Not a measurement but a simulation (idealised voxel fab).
process module | voxel capacitor over wiring
The cross-section shown here is cut; it is 180 nm wide and divided into square cells measuring 5 nm on a side.
The cross-sections in this document take the form of a grid made of square cells. They are written out as bands, in order from top to bottom. Each band consists of one or more rows of cells. First you get the band's top height and its bottom height, in nm, and then the materials it's made of, left to right, with each width in nm. If you see a single material with "all across", that one covers the band edge to edge. "air" is empty space. Note: height 0 marks the level under which the wafer is uniformly one material as received. Lowest band unbounded below, written "z 0 and below". Width "30..40": first value at the band's top row of cells, second value at its bottom row, equal change from row to row. Key: "stayed the same" - step with no changed cell in the cross-section. Look at "Enclosed internal voids" for the closed voids: empty spaces with no open path to the top, sized 8 cells or up. Each is width x height at distance, distance from the left edge, all nm. The remark found on a step's line after its settings is issued by the simulator itself and pertains to that step. The setting "overlay nm" may be written on the line of a step. When the step uses a mask, the value reports how far to the right of the planned place the mask lay, and a negative value reports that it lay to the left.
-- Below is the list of planned process steps
1: RECEIVE | material Si
2: CONFORMAL_DEP | material SiO2 | thk nm 10
3: DIRECTIONAL_DEP | material TiN | thk nm 5
4: DIRECTIONAL_DEP | material W | thk nm 15
5: PATTERN | tone cover | mask id METAL_1 | material resist | width nm 25 | pitch nm 75 | thk nm 15 | overlay nm 0
6: DIRECTIONAL_ETCH | etch materials W | depth nm 15
7: DIRECTIONAL_ETCH | etch materials TiN | depth nm 5
8: STRIP | etch materials resist
9: FILL_DEP | material lowk | thk nm 5
10: CMP | height nm 30
11: CONFORMAL_DEP | material SiCN | thk nm 5
12: DIRECTIONAL_DEP | material lowk | thk nm 20
13: PATTERN | tone open | mask id PLUG_1 | material resist | width nm 15 | thk nm 15 | overlay nm 0
14: DIRECTIONAL_ETCH | etch materials lowk | depth nm 20
15: DIRECTIONAL_ETCH | etch materials SiCN | depth nm 5
16: STRIP | etch materials resist
17: EPI | material Ru | thk nm 10
18: EPI | material Ru | thk nm 10
19: EPI | material Ru | thk nm 5
20: DIRECTIONAL_DEP | material TiN | thk nm 10
21: DIRECTIONAL_DEP | material Al2O3 | thk nm 5
22: DIRECTIONAL_DEP | material TiN | thk nm 5
23: DIRECTIONAL_DEP | material aC | thk nm 15
24: PATTERN | tone cover | mask id UPPER_PLATE | material resist | width nm 55 | thk nm 35 | overlay nm 0
25: DIRECTIONAL_ETCH | etch materials aC | depth nm 15
26: STRIP | etch materials resist
27: DIRECTIONAL_ETCH | etch materials TiN | depth nm 5
28: DIRECTIONAL_ETCH | etch materials Al2O3 | depth nm 5
29: STRIP | etch materials aC
30: PATTERN | tone cover | mask id LOWER_PLATE | material resist | width nm 65 | thk nm 20 | overlay nm 0
31: DIRECTIONAL_ETCH | etch materials TiN | depth nm 10
32: STRIP | etch materials resist
33: FILL_DEP | material SiO2 | thk nm 20
34: CMP | height nm 90
35: PATTERN | tone open | mask id PLUG_2 | material resist | width nm 15 | thk nm 20 | overlay nm 0
36: DIRECTIONAL_ETCH | etch materials SiO2 | depth nm 15
37: STRIP | etch materials resist
38: CONFORMAL_DEP | material TiN | thk nm 5
39: FILL_DEP | material W | thk nm 10
40: CMP | height nm 90
41: CONFORMAL_DEP | material SiN | thk nm 5
-- As-received wafer cross-section (after step 1)
  z 0 and below = Si all across
  Enclosed internal voids: none
-- The cross-section shown corresponds to the wafer at the conclusion of the module. The initial structure and the process plan are those presented above; however, one mistake occurred in executing the plan
  z 95 to 90 = SiN all across
  z 90 to 80 = SiO2: 60 | TiN: 5 | W: 5 | TiN: 5 | SiO2: 105
  z 80 to 70 = SiO2: 60..65 | TiN: 15..40 | SiO2: 105..75
  z 70 to 65 = SiO2: 65 | Al2O3: 40 | SiO2: 75
  z 65 to 55 = SiO2: 45 | TiN: 5 | SiO2: 15 | TiN: 45 | SiO2: 70
  z 55 to 50 = lowk: 50 | SiO2: 15 | lowk: 115
  z 50 to 45 = lowk: 50 | TiN: 15 | lowk: 115
  z 45 to 40 = lowk: 50 | Al2O3: 15 | lowk: 115
  z 40 to 35 = lowk: 50 | TiN: 15 | lowk: 115
  z 35 to 30 = SiCN: 50 | TiN: 15 | SiCN: 115
  z 30 to 25 = lowk all across
  z 25 to 10 = lowk: 40 | W: 25 | lowk: 50 | W: 25 | lowk: 40
  z 10 to 0 = SiO2 all across
  z 0 and below = Si all across
  Enclosed internal voids: none
Against the plan, the run slipped here: execution of step 3 of the plan did not take place, the step having been omitted
